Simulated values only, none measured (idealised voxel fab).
Process module, titled voxel tone inversion
Cross-section cut spans 215 nm and uses square cells 5 nm in size.
Cross-section, as written here: a square-cell grid given band by band from the top down, where a band holds one or more rows of cells. Band: top height; bottom height; in nm. Then, left to right: material with width in nm, for each material. "edge to edge": a single material spanning edge to edge. "empty": empty space. Note: height 0 marks the level under which the wafer is uniformly one material as received. Lowest band unbounded below, written "0 down". A width given as "30..40" starts at the first number in the band's top row and ends at the second number in its bottom row, shifting by an equal amount at every step from row to row. When a step is marked "no change occurred", none of the cells in the cross-section changed during that step. Closed-off voids of 8+ cells (no open route to the top) go in "Enclosed voids", written width x height at distance from the left edge, in nm. It should be noted that, on the line of a given step, the content following the step's settings is a remark produced by the simulator itself with respect to that step. Regarding "overlay nm": on a step with a mask, it is the distance the mask lay to the right of its planned place; a negative value places it to the left.
# List of planned process steps
1) RECEIVE: material Si
2) CONFORMAL_DEP: material SiN, thk nm 10
3) DIRECTIONAL_DEP: material polySi, thk nm 25
4) PATTERN: tone cover, mask id POSTS, material resist, width nm 20, pitch nm 50, thk nm 35, overlay nm 0
5) DIRECTIONAL_ETCH: etch materials polySi, depth nm 25
6) STRIP: etch materials resist
7) FILL_DEP: material lowk, thk nm 5
8) CMP: height nm 35
9) STRIP: etch materials polySi
10) CONFORMAL_DEP: material TiN, thk nm 5
11) FILL_DEP: material Ru, thk nm 10
12) CMP: height nm 35
13) CONFORMAL_DEP: material SiCN, thk nm 5
# As received (post step 1): cross-section
  0 down: Si edge to edge
  Enclosed voids: none
# The first of two wafers, cross-sectioned at the end of the module, with the run proceeding as planned
  40 to 35: SiCN edge to edge
  35 to 15: lowk=45, then TiN=5, then Ru=10, then TiN=5, then lowk=30, then TiN=5, then Ru=10, then TiN=5, then lowk=30, then TiN=5, then Ru=10, then TiN=5, then lowk=50
  15 to 10: lowk=45, then TiN=20, then lowk=30, then TiN=20, then lowk=30, then TiN=20, then lowk=50
  10 to 0: SiN edge to edge
  0 down: Si edge to edge
  Enclosed voids: none
# Cross-sectional view of the second of two wafers upon completion of the module. This wafer shared its starting condition and process plan with the first; one error was made during its execution
  40 to 35: SiCN edge to edge
  35 to 15: Ru=40, then TiN=5, then polySi=20, then TiN=5, then Ru=20, then TiN=5, then polySi=20, then TiN=5, then Ru=20, then TiN=5, then polySi=20, then TiN=5, then Ru=45
  15 to 10: TiN=45, then polySi=20, then TiN=30, then polySi=20, then TiN=30, then polySi=20, then TiN=50
  10 to 0: SiN edge to edge
  0 down: Si edge to edge
  Enclosed voids: none
It is concluded that the wafer was processed incorrectly with respect to the plan, in that step 9 changed vs plan, executed as STRIP: etch materials lowk
Heads up, by the end the second wafer has more or fewer cells of some materials compared to the first: Ru: 76 more, TiN: 19 more, lowk: 155 fewer, polySi: 60 more
